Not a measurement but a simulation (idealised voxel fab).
This section sets out a process module, namely voxel tone inversion.
cross-section cut | 270 nm wide | cells 5 nm
Throughout this document, each cross-section is represented as a grid of square cells and is presented as a sequence of bands enumerated from the top downward, where a band comprises one or more rows of cells. Band: top height; bottom height; in nm. Then, left to right: material with width in nm, for each material. "everywhere": a single material spanning edge to edge. "blank": empty space. Measure heights from 0. That's the level where, below it, the as-received wafer is all one material. The lowest band is bottomless and extends downward; write it as in "0 and below". The two numbers in a width such as "30..40" mark its ends across the band: the first belongs to the top row of cells, the second to the bottom row, and from each row to the next the width moves by the same amount. For the purposes of this document, the phrase "no change" attached to a step denotes that no cell within the cross-section was modified by that step. Empty spaces without an open route to the top, at least 8 cells in extent, make up the entry "Voids, enclosed"; each is given as width x height at distance, where the distance is measured from the left edge, and all are in nm. Read whatever lies past the settings on a step's line as the simulator's own remark about the step. overlay nm: mask right of planned place by this much (step with mask). Neg. = left.

plan
- 1: RECEIVE: material Si
- 2: CONFORMAL_DEP: material SiCN, thk nm 5
- 3: DIRECTIONAL_DEP: material aC, thk nm 25
- 4: PATTERN: tone cover, mask id POSTS, material resist, width nm 25, pitch nm 45, thk nm 35, overlay nm 0
- 5: DIRECTIONAL_ETCH: etch materials aC, depth nm 25
- 6: STRIP: etch materials resist
- 7: FILL_DEP: material lowk, thk nm 5
- 8: CMP: height nm 30
- 9: STRIP: etch materials aC

Step 1 complete: cross-section of the wafer as received
  0 and below | Si everywhere
  Voids, enclosed: none

Sectioned view, first of two wafers, at the close of the module, processed as intended in the plan
  30 down to 5 | lowk=100, blank=25, lowk=20, blank=25, lowk=100
  5 down to 0 | SiCN everywhere
  0 and below | Si everywhere
  Voids, enclosed: none

What the second wafer looks like in cross-section once the module is done. Its start and its plan matched the first wafer's exactly; what differed was one mistake in how it was run
  30 down to 5 | lowk=105, blank=15, lowk=30, blank=15, lowk=105
  5 down to 0 | SiCN everywhere
  0 and below | Si everywhere
  Voids, enclosed: none
Error vs. plan: step 4 did not use the planned setting and instead ran as PATTERN: tone cover, mask id POSTS, material resist, width nm 15, pitch nm 45, thk nm 35, overlay nm 0
At the finish, the second wafer shows more or fewer cells for some materials than the first does: 20 more of lowk
